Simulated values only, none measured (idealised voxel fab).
This is a process module. Its name is voxel capacitor over wiring.
Square cell edge 5 nm, section width 245 nm, ID cut.
A cross-section in this document is a grid of square cells, and it is written down as bands, the top band listed before the ones below it; a band is made up of one or more rows of cells.
The entry gives the band's vertical extent as a top height and a bottom height in nm, then its horizontal make-up as materials from left to right, each with a width in nm. "air" stands for empty space; a single material marked "everywhere" fills the band edge to edge.
Height reference: 0 = level under which incoming wafer is all one material. Lowest band: no bottom, runs on downward, e.g. "z 0 and below".
A two-number width, for instance "30->40", indicates that the width is equal to the first number in the top row of the band and to the second number in the bottom row, and that it changes by a constant amount per row of cells.
No cell of the cross-section changed in a step that is given as "all unchanged".
For the entry "Tabulated closed voids", the listed items are empty spaces with no open way to the top whose size is 8 cells or more; each item follows the pattern width x height at distance, where distance is from the left edge and all three are in nm.
If you see something after the settings on a step's line, that's the simulator's own remark about that step.
overlay nm: how far to the right of its planned place the mask lay on this masked step (negative: to the left).

Listed below are the process steps as planned
1: RECEIVE [material Si]
2: CONFORMAL_DEP [material SiO2] [thk nm 15]
3: CONFORMAL_DEP [material SiCN] [thk nm 5]
4: DIRECTIONAL_DEP [material lowk] [thk nm 25]
5: DIRECTIONAL_DEP [material aC] [thk nm 15]
6: PATTERN [tone open] [mask id METAL_1] [material resist] [width nm 20] [pitch nm 90] [thk nm 35] [overlay nm 0]
7: DIRECTIONAL_ETCH [etch materials aC] [depth nm 15]
8: STRIP [etch materials resist]
9: DIRECTIONAL_ETCH [etch materials lowk] [depth nm 25]
10: DIRECTIONAL_ETCH [etch materials SiCN] [depth nm 5]
11: STRIP [etch materials aC]
12: CONFORMAL_DEP [material TiN] [thk nm 5]
13: FILL_DEP [material Cu] [thk nm 5]
14: CMP [height nm 45]
15: EPI [material Ru] [thk nm 5]
16: FILL_DEP [material SiCN] [thk nm 5]
17: DIRECTIONAL_DEP [material SiO2] [thk nm 20]
18: PATTERN [tone open] [mask id PLUG_1] [material resist] [width nm 15] [thk nm 20] [overlay nm 0]
19: DIRECTIONAL_ETCH [etch materials SiO2] [depth nm 20]
20: DIRECTIONAL_ETCH [etch materials SiCN] [depth nm 5]
21: STRIP [etch materials resist]
22: EPI [material Ru] [thk nm 10]
23: EPI [material Ru] [thk nm 10]
24: EPI [material Ru] [thk nm 5]
25: DIRECTIONAL_DEP [material TiN] [thk nm 5]
26: DIRECTIONAL_DEP [material Al2O3] [thk nm 5]
27: DIRECTIONAL_DEP [material TiN] [thk nm 5]
28: MASKED_ETCH [tone cover] [mask id UPPER_PLATE] [width nm 75] [etch materials TiN] [depth nm 5] [overlay nm 0]
29: MASKED_ETCH [tone cover] [mask id UPPER_PLATE] [width nm 75] [etch materials Al2O3] [depth nm 5] [overlay nm 0]
30: DIRECTIONAL_DEP [material aC] [thk nm 15]
31: PATTERN [tone cover] [mask id LOWER_PLATE] [material resist] [width nm 85] [thk nm 30] [overlay nm 0]
32: DIRECTIONAL_ETCH [etch materials aC] [depth nm 15]
33: STRIP [etch materials resist]
34: DIRECTIONAL_ETCH [etch materials TiN] [depth nm 5]
35: STRIP [etch materials aC]
36: FILL_DEP [material SiO2] [thk nm 20]
37: CMP [height nm 105]
38: DIRECTIONAL_DEP [material aC] [thk nm 15]
39: PATTERN [tone open] [mask id PLUG_2] [material resist] [width nm 15] [thk nm 35] [overlay nm 0]
40: DIRECTIONAL_ETCH [etch materials aC] [depth nm 15]
41: STRIP [etch materials resist]
42: DIRECTIONAL_ETCH [etch materials SiO2] [depth nm 15]
43: STRIP [etch materials aC]
44: CONFORMAL_DEP [material TiN] [thk nm 5]
45: FILL_DEP [material Cu] [thk nm 10]
46: CMP [height nm 105]
47: CONFORMAL_DEP [material SiN] [thk nm 5]

First of two wafers, processed according to plan

Here's what the wafer looked like in cross-section when it arrived - that's after step 1
> z 0 and below  Si everywhere
> Tabulated closed voids: none

Cross-section of the wafer subsequent to step 2
> z 15 to 0  SiO2 everywhere
> Below a height of 0, the structure has not been altered.

Cross-section of the wafer subsequent to step 3
> z 20 to 15  SiCN everywhere
> Below a height of 15, the structure has not been altered.

Cross-section of the wafer subsequent to step 4
> z 45 to 20  lowk everywhere
> Below a height of 20, the structure has not been altered.

Cross-section of the wafer subsequent to step 5
> z 60 to 45  aC everywhere
> Below a height of 45, the structure has not been altered.

Cross-section of the wafer subsequent to step 6
> z 95 to 60  resist: 65 | air: 20 | resist: 70 | air: 20 | resist: 70
> Below a height of 60, the structure has not been altered.

Cross-section of the wafer subsequent to step 7
> z 80 to 60  resist: 65 | air: 20 | resist: 70 | air: 20 | resist: 70
> z 60 to 45  aC: 65 | air: 20 | aC: 70 | air: 20 | aC: 70
> Below a height of 45, the structure has not been altered.

Cross-section of the wafer subsequent to step 8
> z 60 to 45  aC: 65 | air: 20 | aC: 70 | air: 20 | aC: 70
> Below a height of 45, the structure has not been altered.

Cross-section of the wafer subsequent to step 9
> z 60 to 45  aC: 65 | air: 20 | aC: 70 | air: 20 | aC: 70
> z 45 to 20  lowk: 65 | air: 20 | lowk: 70 | air: 20 | lowk: 70
> Below a height of 20, the structure has not been altered.

Cross-section of the wafer subsequent to step 10
> z 60 to 45  aC: 65 | air: 20 | aC: 70 | air: 20 | aC: 70
> z 45 to 20  lowk: 65 | air: 20 | lowk: 70 | air: 20 | lowk: 70
> z 20 to 15  SiCN: 65 | air: 20 | SiCN: 70 | air: 20 | SiCN: 70
> Below a height of 15, the structure has not been altered.

Cross-section of the wafer subsequent to step 11
> z 45 to 20  lowk: 65 | air: 20 | lowk: 70 | air: 20 | lowk: 70
> Below a height of 20, the structure has not been altered.

Cross-section of the wafer subsequent to step 12
> z 50 to 45  TiN: 70 | air: 10 | TiN: 80 | air: 10 | TiN: 75
> z 45 to 20  lowk: 65 | TiN: 5 | air: 10 | TiN: 5 | lowk: 70 | TiN: 5 | air: 10 | TiN: 5 | lowk: 70
> z 20 to 15  SiCN: 65 | TiN: 20 | SiCN: 70 | TiN: 20 | SiCN: 70
> Below a height of 15, the structure has not been altered.

Cross-section of the wafer subsequent to step 13
> z 55 to 50  Cu everywhere
> z 50 to 45  TiN: 70 | Cu: 10 | TiN: 80 | Cu: 10 | TiN: 75
> z 45 to 20  lowk: 65 | TiN: 5 | Cu: 10 | TiN: 5 | lowk: 70 | TiN: 5 | Cu: 10 | TiN: 5 | lowk: 70
> Below a height of 20, the structure has not been altered.

Cross-section of the wafer subsequent to step 14
> z 45 to 20  lowk: 65 | TiN: 5 | Cu: 10 | TiN: 5 | lowk: 70 | TiN: 5 | Cu: 10 | TiN: 5 | lowk: 70
> Below a height of 20, the structure has not been altered.

Cross-section of the wafer subsequent to step 15
> z 50 to 45  air: 60 | Ru: 30 | air: 60 | Ru: 30 | air: 65
> Below a height of 45, the structure has not been altered.

Cross-section of the wafer subsequent to step 16
> z 55 to 50  SiCN everywhere
> z 50 to 45  SiCN: 60 | Ru: 30 | SiCN: 60 | Ru: 30 | SiCN: 65
> Below a height of 45, the structure has not been altered.

Cross-section of the wafer subsequent to step 17
> z 75 to 55  SiO2 everywhere
> Below a height of 55, the structure has not been altered.

Cross-section of the wafer subsequent to step 18
> z 95 to 75  resist: 70 | air: 15 | resist: 160
> Below a height of 75, the structure has not been altered.

Cross-section of the wafer subsequent to step 19
> z 95 to 75  resist: 70 | air: 15 | resist: 160
> z 75 to 55  SiO2: 70 | air: 15 | SiO2: 160
> Below a height of 55, the structure has not been altered.

Cross-section of the wafer subsequent to step 20
> z 95 to 75  resist: 70 | air: 15 | resist: 160
> z 75 to 55  SiO2: 70 | air: 15 | SiO2: 160
> z 55 to 50  SiCN: 70 | air: 15 | SiCN: 160
> Below a height of 50, the structure has not been altered.

Cross-section of the wafer subsequent to step 21
> z 75 to 55  SiO2: 70 | air: 15 | SiO2: 160
> Below a height of 55, the structure has not been altered.

Cross-section of the wafer subsequent to step 22
> z 75 to 60  SiO2: 70 | air: 15 | SiO2: 160
> z 60 to 55  SiO2: 70 | Ru: 15 | SiO2: 160
> z 55 to 50  SiCN: 70 | Ru: 15 | SiCN: 160
> Below a height of 50, the structure has not been altered.

Cross-section of the wafer subsequent to step 23
> z 75 to 70  SiO2: 70 | air: 15 | SiO2: 160
> z 70 to 55  SiO2: 70 | Ru: 15 | SiO2: 160
> Below a height of 55, the structure has not been altered.

Cross-section of the wafer subsequent to step 24
> z 75 to 55  SiO2: 70 | Ru: 15 | SiO2: 160
> Below a height of 55, the structure has not been altered.

Cross-section of the wafer subsequent to step 25
> z 80 to 75  TiN everywhere
> Below a height of 75, the structure has not been altered.

Cross-section of the wafer subsequent to step 26
> z 85 to 80  Al2O3 everywhere
> Below a height of 80, the structure has not been altered.

Cross-section of the wafer subsequent to step 27
> z 90 to 85  TiN everywhere
> Below a height of 85, the structure has not been altered.

Cross-section of the wafer subsequent to step 28
> z 90 to 85  air: 70 | TiN: 75 | air: 100
> Below a height of 85, the structure has not been altered.

Cross-section of the wafer subsequent to step 29
> z 90 to 85  air: 70 | TiN: 75 | air: 100
> z 85 to 80  air: 70 | Al2O3: 75 | air: 100
> Below a height of 80, the structure has not been altered.

Cross-section of the wafer subsequent to step 30
> z 105 to 95  air: 70 | aC: 75 | air: 100
> z 95 to 90  aC everywhere
> z 90 to 85  aC: 70 | TiN: 75 | aC: 100
> z 85 to 80  aC: 70 | Al2O3: 75 | aC: 100
> Below a height of 80, the structure has not been altered.

Cross-section of the wafer subsequent to step 31
> z 135 to 105  air: 65 | resist: 85 | air: 95
> z 105 to 95  air: 65 | resist: 5 | aC: 75 | resist: 5 | air: 95
> Below a height of 95, the structure has not been altered.

Cross-section of the wafer subsequent to step 32
> z 120 to 105  air: 65 | resist: 85 | air: 95
> z 105 to 95  air: 65 | resist: 5 | aC: 75 | resist: 5 | air: 95
> z 95 to 90  air: 65 | aC: 85 | air: 95
> z 90 to 85  air: 65 | aC: 5 | TiN: 75 | aC: 5 | air: 95
> z 85 to 80  air: 65 | aC: 5 | Al2O3: 75 | aC: 5 | air: 95
> Below a height of 80, the structure has not been altered.

Cross-section of the wafer subsequent to step 33
> z 105 to 95  air: 70 | aC: 75 | air: 100
> Below a height of 95, the structure has not been altered.

Cross-section of the wafer subsequent to step 34
> z 105 to 95  air: 70 | aC: 75 | air: 100
> z 95 to 90  air: 65 | aC: 85 | air: 95
> z 90 to 85  air: 65 | aC: 5 | TiN: 75 | aC: 5 | air: 95
> z 85 to 80  air: 65 | aC: 5 | Al2O3: 75 | aC: 5 | air: 95
> z 80 to 75  air: 65 | TiN: 85 | air: 95
> Below a height of 75, the structure has not been altered.

Cross-section of the wafer subsequent to step 35
> z 90 to 85  air: 70 | TiN: 75 | air: 100
> z 85 to 80  air: 70 | Al2O3: 75 | air: 100
> Below a height of 80, the structure has not been altered.

Cross-section of the wafer subsequent to step 36
> z 110 to 90  SiO2 everywhere
> z 90 to 85  SiO2: 70 | TiN: 75 | SiO2: 100
> z 85 to 80  SiO2: 70 | Al2O3: 75 | SiO2: 100
> z 80 to 75  SiO2: 65 | TiN: 85 | SiO2: 95
> Below a height of 75, the structure has not been altered.

Cross-section of the wafer subsequent to step 37
> z 105 to 90  SiO2 everywhere
> Below a height of 90, the structure has not been altered.

Cross-section of the wafer subsequent to step 38
> z 120 to 105  aC everywhere
> Below a height of 105, the structure has not been altered.

Cross-section of the wafer subsequent to step 39
> z 155 to 120  resist: 80 | air: 15 | resist: 150
> Below a height of 120, the structure has not been altered.

Cross-section of the wafer subsequent to step 40
> z 140 to 120  resist: 80 | air: 15 | resist: 150
> z 120 to 105  aC: 80 | air: 15 | aC: 150
> Below a height of 105, the structure has not been altered.

Cross-section of the wafer subsequent to step 41
> z 120 to 105  aC: 80 | air: 15 | aC: 150
> Below a height of 105, the structure has not been altered.

Cross-section of the wafer subsequent to step 42
> z 120 to 105  aC: 80 | air: 15 | aC: 150
> z 105 to 90  SiO2: 80 | air: 15 | SiO2: 150
> Below a height of 90, the structure has not been altered.

Cross-section of the wafer subsequent to step 43
> z 105 to 90  SiO2: 80 | air: 15 | SiO2: 150
> Below a height of 90, the structure has not been altered.

Cross-section of the wafer subsequent to step 44
> z 110 to 105  TiN: 85 | air: 5 | TiN: 155
> z 105 to 95  SiO2: 80 | TiN: 5 | air: 5 | TiN: 5 | SiO2: 150
> z 95 to 85  SiO2: 80->70 | TiN: 15->75 | SiO2: 150->100
> Below a height of 85, the structure has not been altered.

Cross-section of the wafer subsequent to step 45
> z 120 to 110  Cu everywhere
> z 110 to 105  TiN: 85 | Cu: 5 | TiN: 155
> z 105 to 95  SiO2: 80 | TiN: 5 | Cu: 5 | TiN: 5 | SiO2: 150
> Below a height of 95, the structure has not been altered.

Cross-section of the wafer subsequent to step 46
> z 105 to 95  SiO2: 80 | TiN: 5 | Cu: 5 | TiN: 5 | SiO2: 150
> Below a height of 95, the structure has not been altered.

Cross-section of the wafer subsequent to step 47
> z 110 to 105  SiN everywhere
> Below a height of 105, the structure has not been altered.

Now the other wafer: same start, same recipe, but we messed up one thing when running it. Up to and including step 5 it's the same as the first one

Second wafer: cross-section at the scheduled end of step 6
> z 95 to 60  resist: 60 | air: 20 | resist: 70 | air: 20 | resist: 75
> Below a height of 60, the structure has not been altered.

Second wafer: cross-section at the scheduled end of step 7
> z 80 to 60  resist: 60 | air: 20 | resist: 70 | air: 20 | resist: 75
> z 60 to 45  aC: 60 | air: 20 | aC: 70 | air: 20 | aC: 75
> Below a height of 45, the structure has not been altered.

Second wafer: cross-section at the scheduled end of step 8
> z 60 to 45  aC: 60 | air: 20 | aC: 70 | air: 20 | aC: 75
> Below a height of 45, the structure has not been altered.

Second wafer: cross-section at the scheduled end of step 9
> z 60 to 45  aC: 60 | air: 20 | aC: 70 | air: 20 | aC: 75
> z 45 to 20  lowk: 60 | air: 20 | lowk: 70 | air: 20 | lowk: 75
> Below a height of 20, the structure has not been altered.

Second wafer: cross-section at the scheduled end of step 10
> z 60 to 45  aC: 60 | air: 20 | aC: 70 | air: 20 | aC: 75
> z 45 to 20  lowk: 60 | air: 20 | lowk: 70 | air: 20 | lowk: 75
> z 20 to 15  SiCN: 60 | air: 20 | SiCN: 70 | air: 20 | SiCN: 75
> Below a height of 15, the structure has not been altered.

Second wafer: cross-section at the scheduled end of step 11
> z 45 to 20  lowk: 60 | air: 20 | lowk: 70 | air: 20 | lowk: 75
> Below a height of 20, the structure has not been altered.

Second wafer: cross-section at the scheduled end of step 12
> z 50 to 45  TiN: 65 | air: 10 | TiN: 80 | air: 10 | TiN: 80
> z 45 to 20  lowk: 60 | TiN: 5 | air: 10 | TiN: 5 | lowk: 70 | TiN: 5 | air: 10 | TiN: 5 | lowk: 75
> z 20 to 15  SiCN: 60 | TiN: 20 | SiCN: 70 | TiN: 20 | SiCN: 75
> Below a height of 15, the structure has not been altered.

Second wafer: cross-section at the scheduled end of step 13
> z 55 to 50  Cu everywhere
> z 50 to 45  TiN: 65 | Cu: 10 | TiN: 80 | Cu: 10 | TiN: 80
> z 45 to 20  lowk: 60 | TiN: 5 | Cu: 10 | TiN: 5 | lowk: 70 | TiN: 5 | Cu: 10 | TiN: 5 | lowk: 75
> Below a height of 20, the structure has not been altered.

Second wafer: cross-section at the scheduled end of step 14
> z 45 to 20  lowk: 60 | TiN: 5 | Cu: 10 | TiN: 5 | lowk: 70 | TiN: 5 | Cu: 10 | TiN: 5 | lowk: 75
> Below a height of 20, the structure has not been altered.

Second wafer: cross-section at the scheduled end of step 15
> z 50 to 45  air: 55 | Ru: 30 | air: 60 | Ru: 30 | air: 70
> Below a height of 45, the structure has not been altered.

Second wafer: cross-section at the scheduled end of step 16
> z 55 to 50  SiCN everywhere
> z 50 to 45  SiCN: 55 | Ru: 30 | SiCN: 60 | Ru: 30 | SiCN: 70
> Below a height of 45, the structure has not been altered.

Second wafer: cross-section at the scheduled end of step 17
> z 75 to 55  SiO2 everywhere
> Below a height of 55, the structure has not been altered.

Second wafer: cross-section at the scheduled end of step 18
> z 95 to 75  resist: 70 | air: 15 | resist: 160
> Below a height of 75, the structure has not been altered.

Second wafer: cross-section at the scheduled end of step 19
> z 95 to 75  resist: 70 | air: 15 | resist: 160
> z 75 to 55  SiO2: 70 | air: 15 | SiO2: 160
> Below a height of 55, the structure has not been altered.

Second wafer: cross-section at the scheduled end of step 20
> z 95 to 75  resist: 70 | air: 15 | resist: 160
> z 75 to 55  SiO2: 70 | air: 15 | SiO2: 160
> z 55 to 50  SiCN: 70 | air: 15 | SiCN: 160
> Below a height of 50, the structure has not been altered.

Second wafer: cross-section at the scheduled end of step 21
> z 75 to 55  SiO2: 70 | air: 15 | SiO2: 160
> Below a height of 55, the structure has not been altered.

Second wafer: cross-section at the scheduled end of step 22
> z 75 to 60  SiO2: 70 | air: 15 | SiO2: 160
> z 60 to 55  SiO2: 70 | Ru: 15 | SiO2: 160
> z 55 to 50  SiCN: 70 | Ru: 15 | SiCN: 160
> Below a height of 50, the structure has not been altered.

Second wafer: cross-section at the scheduled end of step 23
> z 75 to 70  SiO2: 70 | air: 15 | SiO2: 160
> z 70 to 55  SiO2: 70 | Ru: 15 | SiO2: 160
> Below a height of 55, the structure has not been altered.

Second wafer: cross-section at the scheduled end of step 24
> z 75 to 55  SiO2: 70 | Ru: 15 | SiO2: 160
> Below a height of 55, the structure has not been altered.

Second wafer: cross-section at the scheduled end of step 25
> z 80 to 75  TiN everywhere
> Below a height of 75, the structure has not been altered.

Second wafer: cross-section at the scheduled end of step 26
> z 85 to 80  Al2O3 everywhere
> Below a height of 80, the structure has not been altered.

Second wafer: cross-section at the scheduled end of step 27
> z 90 to 85  TiN everywhere
> Below a height of 85, the structure has not been altered.

Second wafer: cross-section at the scheduled end of step 28
> z 90 to 85  air: 70 | TiN: 75 | air: 100
> Below a height of 85, the structure has not been altered.

Second wafer: cross-section at the scheduled end of step 29
> z 90 to 85  air: 70 | TiN: 75 | air: 100
> z 85 to 80  air: 70 | Al2O3: 75 | air: 100
> Below a height of 80, the structure has not been altered.

Second wafer: cross-section at the scheduled end of step 30
> z 105 to 95  air: 70 | aC: 75 | air: 100
> z 95 to 90  aC everywhere
> z 90 to 85  aC: 70 | TiN: 75 | aC: 100
> z 85 to 80  aC: 70 | Al2O3: 75 | aC: 100
> Below a height of 80, the structure has not been altered.

Second wafer: cross-section at the scheduled end of step 31
> z 135 to 105  air: 65 | resist: 85 | air: 95
> z 105 to 95  air: 65 | resist: 5 | aC: 75 | resist: 5 | air: 95
> Below a height of 95, the structure has not been altered.

Second wafer: cross-section at the scheduled end of step 32
> z 120 to 105  air: 65 | resist: 85 | air: 95
> z 105 to 95  air: 65 | resist: 5 | aC: 75 | resist: 5 | air: 95
> z 95 to 90  air: 65 | aC: 85 | air: 95
> z 90 to 85  air: 65 | aC: 5 | TiN: 75 | aC: 5 | air: 95
> z 85 to 80  air: 65 | aC: 5 | Al2O3: 75 | aC: 5 | air: 95
> Below a height of 80, the structure has not been altered.

Second wafer: cross-section at the scheduled end of step 33
> z 105 to 95  air: 70 | aC: 75 | air: 100
> Below a height of 95, the structure has not been altered.

Second wafer: cross-section at the scheduled end of step 34
> z 105 to 95  air: 70 | aC: 75 | air: 100
> z 95 to 90  air: 65 | aC: 85 | air: 95
> z 90 to 85  air: 65 | aC: 5 | TiN: 75 | aC: 5 | air: 95
> z 85 to 80  air: 65 | aC: 5 | Al2O3: 75 | aC: 5 | air: 95
> z 80 to 75  air: 65 | TiN: 85 | air: 95
> Below a height of 75, the structure has not been altered.

Second wafer: cross-section at the scheduled end of step 35
> z 90 to 85  air: 70 | TiN: 75 | air: 100
> z 85 to 80  air: 70 | Al2O3: 75 | air: 100
> Below a height of 80, the structure has not been altered.

Second wafer: cross-section at the scheduled end of step 36
> z 110 to 90  SiO2 everywhere
> z 90 to 85  SiO2: 70 | TiN: 75 | SiO2: 100
> z 85 to 80  SiO2: 70 | Al2O3: 75 | SiO2: 100
> z 80 to 75  SiO2: 65 | TiN: 85 | SiO2: 95
> Below a height of 75, the structure has not been altered.

Second wafer: cross-section at the scheduled end of step 37
> z 105 to 90  SiO2 everywhere
> Below a height of 90, the structure has not been altered.

Second wafer: cross-section at the scheduled end of step 38
> z 120 to 105  aC everywhere
> Below a height of 105, the structure has not been altered.

Second wafer: cross-section at the scheduled end of step 39
> z 155 to 120  resist: 80 | air: 15 | resist: 150
> Below a height of 120, the structure has not been altered.

Second wafer: cross-section at the scheduled end of step 40
> z 140 to 120  resist: 80 | air: 15 | resist: 150
> z 120 to 105  aC: 80 | air: 15 | aC: 150
> Below a height of 105, the structure has not been altered.

Second wafer: cross-section at the scheduled end of step 41
> z 120 to 105  aC: 80 | air: 15 | aC: 150
> Below a height of 105, the structure has not been altered.

Second wafer: cross-section at the scheduled end of step 42
> z 120 to 105  aC: 80 | air: 15 | aC: 150
> z 105 to 90  SiO2: 80 | air: 15 | SiO2: 150
> Below a height of 90, the structure has not been altered.

Second wafer: cross-section at the scheduled end of step 43
> z 105 to 90  SiO2: 80 | air: 15 | SiO2: 150
> Below a height of 90, the structure has not been altered.

Second wafer: cross-section at the scheduled end of step 44
> z 110 to 105  TiN: 85 | air: 5 | TiN: 155
> z 105 to 95  SiO2: 80 | TiN: 5 | air: 5 | TiN: 5 | SiO2: 150
> z 95 to 85  SiO2: 80->70 | TiN: 15->75 | SiO2: 150->100
> Below a height of 85, the structure has not been altered.

Second wafer: cross-section at the scheduled end of step 45
> z 120 to 110  Cu everywhere
> z 110 to 105  TiN: 85 | Cu: 5 | TiN: 155
> z 105 to 95  SiO2: 80 | TiN: 5 | Cu: 5 | TiN: 5 | SiO2: 150
> Below a height of 95, the structure has not been altered.

Second wafer: cross-section at the scheduled end of step 46
> z 105 to 95  SiO2: 80 | TiN: 5 | Cu: 5 | TiN: 5 | SiO2: 150
> Below a height of 95, the structure has not been altered.

Second wafer: cross-section at the scheduled end of step 47
> z 110 to 105  SiN everywhere
> Below a height of 105, the structure has not been altered.
What went wrong in running the wafer? step 6, actual vs plan mismatch, actual run PATTERN [tone open] [mask id METAL_1] [material resist] [width nm 20] [pitch nm 90] [thk nm 35] [overlay nm -5]
Cell counts per material: same on both final wafers. Positions: different.
